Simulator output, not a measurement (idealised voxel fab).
process module | voxel self aligned contacts
cross-section cut | 160 nm wide | cells 5 nm
A cross-section is a grid of square cells, given in bands from the top down. A band is one or more rows of cells.
Each band's line starts with the height of the band's top and of its bottom, in nm. Then come its materials from left to right, each with its width in nm. One material with "throughout" fills the band from edge to edge. "air" is empty space.
Height 0 is the level under which the wafer as received is all one material. The lowest band goes on downwards, as in "0 down".
A width such as "30 to 40" changes by the same amount from each row of cells to the next, from the band's top row to its bottom row.
"no change" after a step means that no cell of the cross-section changed.
closed voids: empty space of 8 cells or more with no open way to the top, each as width x height at its distance from the left edge, in nm
after a step's settings: what the simulator itself notes on the step
overlay nm, on a step with a mask: how far to the right of its planned place the mask lay; to the left if negative
plan
1 op RECEIVE | material Si
2 op CONFORMAL_DEP | material SiO2 | thk nm 5
3 op DIRECTIONAL_DEP | material polySi | thk nm 20
4 op DIRECTIONAL_DEP | material SiN | thk nm 25
5 op MASKED_ETCH | tone cover | mask id GATE | width nm 25 | pitch nm 60 | etch materials SiN | depth nm 25 | overlay nm 0
6 op MASKED_ETCH | tone cover | mask id GATE | width nm 25 | pitch nm 60 | etch materials polySi | depth nm 20 | overlay nm 0
7 op CONFORMAL_DEP | material SiN | thk nm 10
8 op DIRECTIONAL_ETCH | etch materials SiN | depth nm 10
9 op FILL_DEP | material SiO2 | thk nm 20
10 op CMP | height nm 60
11 op MASKED_ETCH | tone open | mask id CONTACT | width nm 45 | etch materials SiO2 | depth nm 60 | overlay nm 0
12 op CONFORMAL_DEP | material TiN | thk nm 5
13 op FILL_DEP | material Ru | thk nm 10
14 op CMP | height nm 60
15 op CONFORMAL_DEP | material SiCN | thk nm 5
first wafer, as planned
as received, after step 1
  0 down: Si throughout
  closed voids: none
after step 2
  5 to 0: SiO2 throughout
  below 0: unchanged
after step 3
  25 to 5: polySi throughout
  below 5: unchanged
after step 4
  50 to 25: SiN throughout
  below 25: unchanged
after step 5
  50 to 25: air 35 | SiN 25 | air 35 | SiN 25 | air 40
  below 25: unchanged
after step 6
  50 to 25: air 35 | SiN 25 | air 35 | SiN 25 | air 40
  25 to 5: air 35 | polySi 25 | air 35 | polySi 25 | air 40
  below 5: unchanged
after step 7
  60 to 25: air 25 | SiN 45 | air 15 | SiN 45 | air 30
  25 to 15: air 25 | SiN 10 | polySi 25 | SiN 10 | air 15 | SiN 10 | polySi 25 | SiN 10 | air 30
  15 to 5: SiN 35 | polySi 25 | SiN 35 | polySi 25 | SiN 40
  below 5: unchanged
after step 8
  50 to 25: air 25 | SiN 45 | air 15 | SiN 45 | air 30
  25 to 5: air 25 | SiN 10 | polySi 25 | SiN 10 | air 15 | SiN 10 | polySi 25 | SiN 10 | air 30
  below 5: unchanged
after step 9
  70 to 50: SiO2 throughout
  50 to 25: SiO2 25 | SiN 45 | SiO2 15 | SiN 45 | SiO2 30
  25 to 5: SiO2 25 | SiN 10 | polySi 25 | SiN 10 | SiO2 15 | SiN 10 | polySi 25 | SiN 10 | SiO2 30
  below 5: unchanged
after step 10
  60 to 50: SiO2 throughout
  below 50: unchanged
after step 11
  60 to 50: SiO2 55 | air 45 | SiO2 60
  50 to 25: SiO2 25 | SiN 45 | air 15 | SiN 45 | SiO2 30
  25 to 5: SiO2 25 | SiN 10 | polySi 25 | SiN 10 | air 15 | SiN 10 | polySi 25 | SiN 10 | SiO2 30
  5 to 0: SiO2 70 | air 15 | SiO2 75
  below 0: unchanged
after step 12
  65 to 60: TiN 60 | air 35 | TiN 65
  60 to 50: SiO2 55 | TiN 5 to 20 | air 35 to 5 | TiN 5 to 20 | SiO2 60
  50 to 25: SiO2 25 | SiN 45 | TiN 5 | air 5 | TiN 5 | SiN 45 | SiO2 30
  25 to 5: SiO2 25 | SiN 10 | polySi 25 | SiN 10 | TiN 5 | air 5 | TiN 5 | SiN 10 | polySi 25 | SiN 10 | SiO2 30
  5 to 0: SiO2 70 | TiN 15 | SiO2 75
  below 0: unchanged
after step 13
  75 to 65: Ru throughout
  65 to 60: TiN 60 | Ru 35 | TiN 65
  60 to 50: SiO2 55 | TiN 5 to 20 | Ru 35 to 5 | TiN 5 to 20 | SiO2 60
  50 to 25: SiO2 25 | SiN 45 | TiN 5 | Ru 5 | TiN 5 | SiN 45 | SiO2 30
  25 to 5: SiO2 25 | SiN 10 | polySi 25 | SiN 10 | TiN 5 | Ru 5 | TiN 5 | SiN 10 | polySi 25 | SiN 10 | SiO2 30
  below 5: unchanged
after step 14
  60 to 50: SiO2 55 | TiN 5 to 20 | Ru 35 to 5 | TiN 5 to 20 | SiO2 60
  below 50: unchanged
after step 15
  65 to 60: SiCN throughout
  below 60: unchanged
second wafer: like start, like plan, one mistake. Through step 2 it matches the first wafer
when step 3 should have ended
  45 to 5: polySi throughout
  below 5: unchanged
when step 4 should have ended
  70 to 45: SiN throughout
  below 45: unchanged
when step 5 should have ended
  70 to 45: air 35 | SiN 25 | air 35 | SiN 25 | air 40
  below 45: unchanged
when step 6 should have ended
  70 to 45: air 35 | SiN 25 | air 35 | SiN 25 | air 40
  45 to 25: air 35 | polySi 25 | air 35 | polySi 25 | air 40
  below 25: unchanged
when step 7 should have ended
  80 to 45: air 25 | SiN 45 | air 15 | SiN 45 | air 30
  45 to 35: air 25 | SiN 10 | polySi 25 | SiN 10 | air 15 | SiN 10 | polySi 25 | SiN 10 | air 30
  35 to 25: SiN 35 | polySi 25 | SiN 35 | polySi 25 | SiN 40
  below 25: unchanged
when step 8 should have ended
  70 to 45: air 25 | SiN 45 | air 15 | SiN 45 | air 30
  45 to 25: air 25 | SiN 10 | polySi 25 | SiN 10 | air 15 | SiN 10 | polySi 25 | SiN 10 | air 30
  below 25: unchanged
when step 9 should have ended
  90 to 70: SiO2 throughout
  70 to 45: SiO2 25 | SiN 45 | SiO2 15 | SiN 45 | SiO2 30
  45 to 25: SiO2 25 | SiN 10 | polySi 25 | SiN 10 | SiO2 15 | SiN 10 | polySi 25 | SiN 10 | SiO2 30
  below 25: unchanged
when step 10 should have ended
  60 to 45: SiO2 25 | SiN 45 | SiO2 15 | SiN 45 | SiO2 30
  below 45: unchanged
when step 11 should have ended
  60 to 45: SiO2 25 | SiN 45 | air 15 | SiN 45 | SiO2 30
  45 to 25: SiO2 25 | SiN 10 | polySi 25 | SiN 10 | air 15 | SiN 10 | polySi 25 | SiN 10 | SiO2 30
  below 25: unchanged
when step 12 should have ended
  65 to 60: TiN 75 | air 5 | TiN 80
  60 to 45: SiO2 25 | SiN 45 | TiN 5 | air 5 | TiN 5 | SiN 45 | SiO2 30
  45 to 30: SiO2 25 | SiN 10 | polySi 25 | SiN 10 | TiN 5 | air 5 | TiN 5 | SiN 10 | polySi 25 | SiN 10 | SiO2 30
  30 to 25: SiO2 25 | SiN 10 | polySi 25 | SiN 10 | TiN 15 | SiN 10 | polySi 25 | SiN 10 | SiO2 30
  below 25: unchanged
when step 13 should have ended
  75 to 65: Ru throughout
  65 to 60: TiN 75 | Ru 5 | TiN 80
  60 to 45: SiO2 25 | SiN 45 | TiN 5 | Ru 5 | TiN 5 | SiN 45 | SiO2 30
  45 to 30: SiO2 25 | SiN 10 | polySi 25 | SiN 10 | TiN 5 | Ru 5 | TiN 5 | SiN 10 | polySi 25 | SiN 10 | SiO2 30
  below 30: unchanged
when step 14 should have ended
  60 to 45: SiO2 25 | SiN 45 | TiN 5 | Ru 5 | TiN 5 | SiN 45 | SiO2 30
  below 45: unchanged
when step 15 should have ended
  65 to 60: SiCN throughout
  below 60: unchanged
what went wrong: step 3 was run twice
at the end the second wafer has, in cells: 11 fewer of Ru | 36 fewer of SiN | 65 fewer of SiO2 | 16 fewer of TiN | 128 more of polySi
